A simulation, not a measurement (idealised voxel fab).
process module | voxel tone inversion
cross-section cut | 195 nm wide | cells 5 nm
A cross-section is a grid of square cells, given in bands from the top down. A band is one or more rows of cells.
Each band's line starts with the height of the band's top and of its bottom, in nm. Then come its materials from left to right, each with its width in nm. One material with "throughout" fills the band from edge to edge. "air" is empty space.
Height 0 is the level under which the wafer as received is all one material. The lowest band goes on downwards, as in "0 down".
A width such as "30 to 40" changes by the same amount from each row of cells to the next, from the band's top row to its bottom row.
"no change" after a step means that no cell of the cross-section changed.
closed voids: empty space of 8 cells or more with no open way to the top, each as width x height at its distance from the left edge, in nm
after a step's settings: what the simulator itself notes on the step
overlay nm, on a step with a mask: how far to the right of its planned place the mask lay; to the left if negative
plan
1 op RECEIVE | material Si
2 op CONFORMAL_DEP | material SiCN | thk nm 10
3 op DIRECTIONAL_DEP | material aC | thk nm 15
4 op PATTERN | tone cover | mask id POSTS | material resist | width nm 15 | pitch nm 55 | thk nm 25 | overlay nm 0
5 op DIRECTIONAL_ETCH | etch materials aC | depth nm 15
6 op STRIP | etch materials resist
7 op FILL_DEP | material lowk | thk nm 5
8 op CMP | height nm 25
9 op STRIP | etch materials aC
varied across the wafers: width nm of step 4. The plan shows the first wafer's value. All wafers start alike
first wafer as received, after step 1
  0 down: Si throughout
  closed voids: none
first wafer at the end, after step 9
  25 to 10: lowk 35 | air 15 | lowk 40 | air 15 | lowk 40 | air 15 | lowk 35
  10 to 0: SiCN throughout
  0 down: Si throughout
  closed voids: none
last wafer at the end
  25 to 10: lowk 25 | air 40 | lowk 15 | air 40 | lowk 15 | air 40 | lowk 20
  10 to 0: SiCN throughout
  0 down: Si throughout
  closed voids: none
each wafer at the end: cells of each material gained (+) or lost (-) since it was received, then its closed voids
width nm 15 | +78 SiCN | +90 lowk | closed voids: none
width nm 20 | +78 SiCN | +81 lowk | closed voids: none
width nm 25 | +78 SiCN | +72 lowk | closed voids: none
width nm 30 | +78 SiCN | +63 lowk | closed voids: none
width nm 35 | +78 SiCN | +54 lowk | closed voids: none
width nm 40 | +78 SiCN | +45 lowk | closed voids: none
